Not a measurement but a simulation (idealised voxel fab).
process module | voxel local oxidation
In the cross-section labelled cut, the width is 295 nm and each square cell is 5 nm.
If you're reading a cross-section in this doc, picture square cells in a grid; it comes to you as bands, top ones listed first down to the bottom, and a band can be one or more rows of cells.
In this notation a band is specified by the heights of its top and bottom, in that order and in nm, after which its materials appear from left to right, each paired with its width in nm. The word "edge to edge" attached to a single material means that material fills the band from edge to edge; the word "blank" stands for empty space.
The level at which height equals 0 is the one under which the wafer, as it arrives, is entirely one material. No lower edge exists for the bottom band, which continues downward and is notated as in "0 -> down".
Graded width ("30->40"): value in top row of band = first number; value in bottom row = second number; row-to-row change constant.
"remains unaltered" means the step left every cell of the cross-section as it was.
If an empty space has no open way to the top and is at least 8 cells in size, "Closed void entries" lists it, written width x height at distance, where distance is measured from the left edge and every value is in nm.
It should be noted that, on the line of a given step, the content following the step's settings is a remark produced by the simulator itself with respect to that step.
A step's line can hold "overlay nm"; with a mask on that step, the setting says how far right of the planned place the mask lay, while a negative setting says it lay to the left.
The following list gives the planned process steps:
- 1: RECEIVE: material Si
- 2: CONFORMAL_DEP: material SiO2, thk nm 5
- 3: CONFORMAL_DEP: material SiN, thk nm 15
- 4: PATTERN: tone cover, mask id ACTIVE, material resist, width nm 110, thk nm 15, overlay nm 0
- 5: DIRECTIONAL_ETCH: etch materials SiN, depth nm 15
- 6: STRIP: etch materials resist
- 7: SELECTIVE_ETCH: etch materials SiO2, depth nm 5
- 8: OXIDIZE: depth nm 10
- 9: STRIP: etch materials SiN
Same starting wafers, different width nm at step 4. Plan value belongs to the first wafer.
The as-received cross-section of the first of several wafers corresponds to the state after step 1:
  0 -> down | Si edge to edge
  Closed void entries: none
Every row in this table is a wafer at the end of the module, and it gives, for each of the materials, the cells that wafer has gained (+) or lost (-) since it was received, then its closed voids:
width nm 110 | -86 Si | +106 SiO2 | Closed void entries: none
width nm 115 | -84 Si | +105 SiO2 | Closed void entries: none
width nm 120 | -82 Si | +104 SiO2 | Closed void entries: none
width nm 125 | -80 Si | +103 SiO2 | Closed void entries: none
width nm 130 | -78 Si | +102 SiO2 | Closed void entries: none
width nm 135 | -76 Si | +101 SiO2 | Closed void entries: none
